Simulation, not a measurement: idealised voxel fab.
The document below concerns the process module designated voxel fin reveal.
The width of the displayed cross-section, cut, is 265 nm; its cells are square, with a size of 5 nm.
In this document a cross-section is written as a grid of square cells. It is given as a series of bands, listed from the top down, and a band is one or more rows of cells. For a band, the entry starts with two heights in nm, that of the top and then that of the bottom, and carries on with the band's materials in order from left to right, each alongside its width in nm; the word "throughout" beside a single material means it fills the band edge to edge, and "empty" means empty space. Counting heights begins at 0, where everything beneath is, in the wafer as received, one material. The lowest band has no bottom; it goes on downwards, as "0 down" shows. A two-number width, for instance "30 to 40", indicates that the width is equal to the first number in the top row of the band and to the second number in the bottom row, and that it changes by a constant amount per row of cells. Given "remained the same" for a step, no cell of the cross-section differs between before and after that step. Under "Trapped void list" you'll find the enclosed gaps, the ones with no way out to the top, that are 8 cells or bigger; each reads width x height at distance, with distance counted from the left edge, everything in nm. Text after the settings on a step's line: the simulator's own remark on that step. overlay nm: where the mask lay relative to plan, measured to the right, on steps with a mask; negatives go left.

### Steps planned for the process
1. RECEIVE,material Si
2. CONFORMAL_DEP,material SiN,thk nm 5
3. PATTERN,tone cover,mask id FINS,material resist,width nm 15,pitch nm 45,thk nm 15,overlay nm -15
4. DIRECTIONAL_ETCH,etch materials SiN,depth nm 5
5. DIRECTIONAL_ETCH,etch materials Si,depth nm 30
6. STRIP,etch materials resist
7. OXIDIZE,depth nm 5
8. FILL_DEP,material SiO2,thk nm 15
9. CMP,height nm 5
10. SELECTIVE_ETCH,etch materials SiO2,depth nm 15
11. STRIP,etch materials SiN
12. CONFORMAL_DEP,material SiO2,thk nm 5
The plan shows the overlay nm of step 3 as the first wafer had it; this setting differs between the wafers, which start out alike.

### first wafer as received, after step 1
0 down | Si throughout
Trapped void list: none

### The first of several wafers, seen in cross-section after the module's last step, step 12
5 to 0 | 40 empty, then 15 SiO2, then 30 empty, then 15 SiO2, then 30 empty, then 15 SiO2, then 30 empty, then 15 SiO2, then 75 empty
0 to -5 | 40 empty, then 5 SiO2, then 5 Si, then 5 SiO2, then 30 empty, then 5 SiO2, then 5 Si, then 5 SiO2, then 30 empty, then 5 SiO2, then 5 Si, then 5 SiO2, then 30 empty, then 5 SiO2, then 5 Si, then 5 SiO2, then 75 empty
-5 to -35 | 45 SiO2, then 5 Si, then 40 SiO2, then 5 Si, then 40 SiO2, then 5 Si, then 40 SiO2, then 5 Si, then 80 SiO2
-35 down | Si throughout
Trapped void list: none

### X-section, last wafer, module end
5 to 0 | 70 empty, then 15 SiO2, then 30 empty, then 15 SiO2, then 30 empty, then 15 SiO2, then 30 empty, then 15 SiO2, then 45 empty
0 to -5 | 70 empty, then 5 SiO2, then 5 Si, then 5 SiO2, then 30 empty, then 5 SiO2, then 5 Si, then 5 SiO2, then 30 empty, then 5 SiO2, then 5 Si, then 5 SiO2, then 30 empty, then 5 SiO2, then 5 Si, then 5 SiO2, then 45 empty
-5 to -35 | 75 SiO2, then 5 Si, then 40 SiO2, then 5 Si, then 40 SiO2, then 5 Si, then 40 SiO2, then 5 Si, then 50 SiO2
-35 down | Si throughout
Trapped void list: none

### Below, a row for every wafer. Read it as the end-of-module picture: for each material the wafer shows its cells gained (+) or lost (-) since it was received, and then its closed voids
overlay nm -15, -343 Si, +314 SiO2, Trapped void list: none
overlay nm -10, -343 Si, +314 SiO2, Trapped void list: none
overlay nm -5, -343 Si, +314 SiO2, Trapped void list: none
overlay nm 0, -343 Si, +314 SiO2, Trapped void list: none
overlay nm 5, -343 Si, +314 SiO2, Trapped void list: none
overlay nm 10, -343 Si, +314 SiO2, Trapped void list: none
overlay nm 15, -343 Si, +314 SiO2, Trapped void list: none
